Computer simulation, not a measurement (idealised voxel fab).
process module | voxel wiring stack
cross-section cut | 210 nm wide | cells 5 nm
A cross-section is a grid of square cells, given in bands from the top down. A band is one or more rows of cells.
Each band's line starts with the height of the band's top and of its bottom, in nm. Then come its materials from left to right, each with its width in nm. One material with "throughout" fills the band from edge to edge. "air" is empty space.
Height 0 is the level under which the wafer as received is all one material. The lowest band goes on downwards, as in "0 down".
A width such as "30 to 40" changes by the same amount from each row of cells to the next, from the band's top row to its bottom row.
"no change" after a step means that no cell of the cross-section changed.
closed voids: empty space of 8 cells or more with no open way to the top, each as width x height at its distance from the left edge, in nm
after a step's settings: what the simulator itself notes on the step
overlay nm, on a step with a mask: how far to the right of its planned place the mask lay; to the left if negative
plan
1 op RECEIVE | material Si
2 op CONFORMAL_DEP | material SiO2 | thk nm 10
3 op DIRECTIONAL_DEP | material TiN | thk nm 5
4 op DIRECTIONAL_DEP | material W | thk nm 15
5 op PATTERN | tone cover | mask id METAL_1 | material resist | width nm 30 | pitch nm 60 | thk nm 15 | overlay nm 0
6 op DIRECTIONAL_ETCH | etch materials W | depth nm 15
7 op DIRECTIONAL_ETCH | etch materials TiN | depth nm 5
8 op STRIP | etch materials resist
9 op FILL_DEP | material SiO2 | thk nm 5
10 op CMP | height nm 30
11 op CONFORMAL_DEP | material SiCN | thk nm 5
12 op DIRECTIONAL_DEP | material SiO2 | thk nm 10
13 op DIRECTIONAL_DEP | material aC | thk nm 10
14 op PATTERN | tone open | mask id PLUG_1 | material resist | width nm 15 | pitch nm 60 | thk nm 25 | overlay nm 0
15 op DIRECTIONAL_ETCH | etch materials aC | depth nm 10
16 op STRIP | etch materials resist
17 op DIRECTIONAL_ETCH | etch materials SiO2 | depth nm 10
18 op DIRECTIONAL_ETCH | etch materials SiCN | depth nm 5
19 op STRIP | etch materials aC
20 op EPI | material Ru | thk nm 10
21 op EPI | material Ru | thk nm 5
22 op CONFORMAL_DEP | material SiN | thk nm 5
23 op DIRECTIONAL_DEP | material SiO2 | thk nm 15
24 op DIRECTIONAL_DEP | material aC | thk nm 15
25 op PATTERN | tone open | mask id METAL_2 | material resist | width nm 30 | pitch nm 60 | thk nm 30 | overlay nm 0
26 op DIRECTIONAL_ETCH | etch materials aC | depth nm 15
27 op STRIP | etch materials resist
28 op DIRECTIONAL_ETCH | etch materials SiO2 | depth nm 15
29 op DIRECTIONAL_ETCH | etch materials SiN | depth nm 5
30 op STRIP | etch materials aC
31 op CONFORMAL_DEP | material TiN | thk nm 5
32 op FILL_DEP | material W | thk nm 10
33 op CMP | height nm 65
34 op CONFORMAL_DEP | material SiCN | thk nm 5
35 op DIRECTIONAL_DEP | material lowk | thk nm 15
36 op DIRECTIONAL_DEP | material aC | thk nm 10
37 op PATTERN | tone open | mask id PLUG_2 | material resist | width nm 15 | pitch nm 60 | thk nm 25 | overlay nm 0
38 op DIRECTIONAL_ETCH | etch materials aC | depth nm 10
39 op STRIP | etch materials resist
40 op DIRECTIONAL_ETCH | etch materials lowk | depth nm 15
41 op DIRECTIONAL_ETCH | etch materials SiCN | depth nm 5
42 op STRIP | etch materials aC
43 op EPI | material Ru | thk nm 10
44 op EPI | material Ru | thk nm 10
45 op DIRECTIONAL_DEP | material TiN | thk nm 5
46 op DIRECTIONAL_DEP | material Ru | thk nm 15
47 op DIRECTIONAL_DEP | material aC | thk nm 10
48 op PATTERN | tone cover | mask id METAL_3 | material resist | width nm 30 | pitch nm 60 | thk nm 25 | overlay nm 0
49 op DIRECTIONAL_ETCH | etch materials aC | depth nm 10
50 op STRIP | etch materials resist
51 op DIRECTIONAL_ETCH | etch materials Ru | depth nm 15
52 op DIRECTIONAL_ETCH | etch materials TiN | depth nm 5
53 op STRIP | etch materials aC
54 op FILL_DEP | material lowk | thk nm 5
55 op CMP | height nm 105
56 op CONFORMAL_DEP | material SiCN | thk nm 5
57 op DIRECTIONAL_DEP | material SiO2 | thk nm 20
58 op MASKED_ETCH | tone open | mask id PLUG_3 | width nm 15 | pitch nm 120 | etch materials SiO2 | depth nm 20 | overlay nm 0
59 op MASKED_ETCH | tone open | mask id PLUG_3 | width nm 15 | pitch nm 120 | etch materials SiCN | depth nm 5 | overlay nm 0
60 op CONFORMAL_DEP | material TiN | thk nm 5
61 op FILL_DEP | material Cu | thk nm 5
62 op CMP | height nm 130
63 op DIRECTIONAL_DEP | material TiN | thk nm 5
64 op DIRECTIONAL_DEP | material W | thk nm 15
65 op PATTERN | tone cover | mask id METAL_4 | material resist | width nm 30 | pitch nm 60 | thk nm 15 | overlay nm 0
66 op DIRECTIONAL_ETCH | etch materials W | depth nm 15
67 op DIRECTIONAL_ETCH | etch materials TiN | depth nm 5
68 op STRIP | etch materials resist
69 op FILL_DEP | material lowk | thk nm 10
70 op CMP | height nm 150
71 op CONFORMAL_DEP | material SiCN | thk nm 5
varied across the wafers: thk nm of step 45. The plan shows the first wafer's value. All wafers start alike
first wafer as received, after step 1
  0 down: Si throughout
  closed voids: none
each wafer at the end: cells of each material gained (+) or lost (-) since it was received, then its closed voids
thk nm 5 | +8 Cu | +117 Ru | +144 SiCN | +24 SiN | +462 SiO2 | +112 TiN | +144 W | +291 lowk | closed voids: none
thk nm 10 | +8 Cu | +99 Ru | +144 SiCN | +24 SiN | +462 SiO2 | +154 TiN | +144 W | +267 lowk | closed voids: none
thk nm 15 | +8 Cu | +81 Ru | +144 SiCN | +24 SiN | +462 SiO2 | +196 TiN | +144 W | +243 lowk | closed voids: none
thk nm 20 | +8 Cu | +63 Ru | +144 SiCN | +24 SiN | +462 SiO2 | +238 TiN | +144 W | +219 lowk | closed voids: none
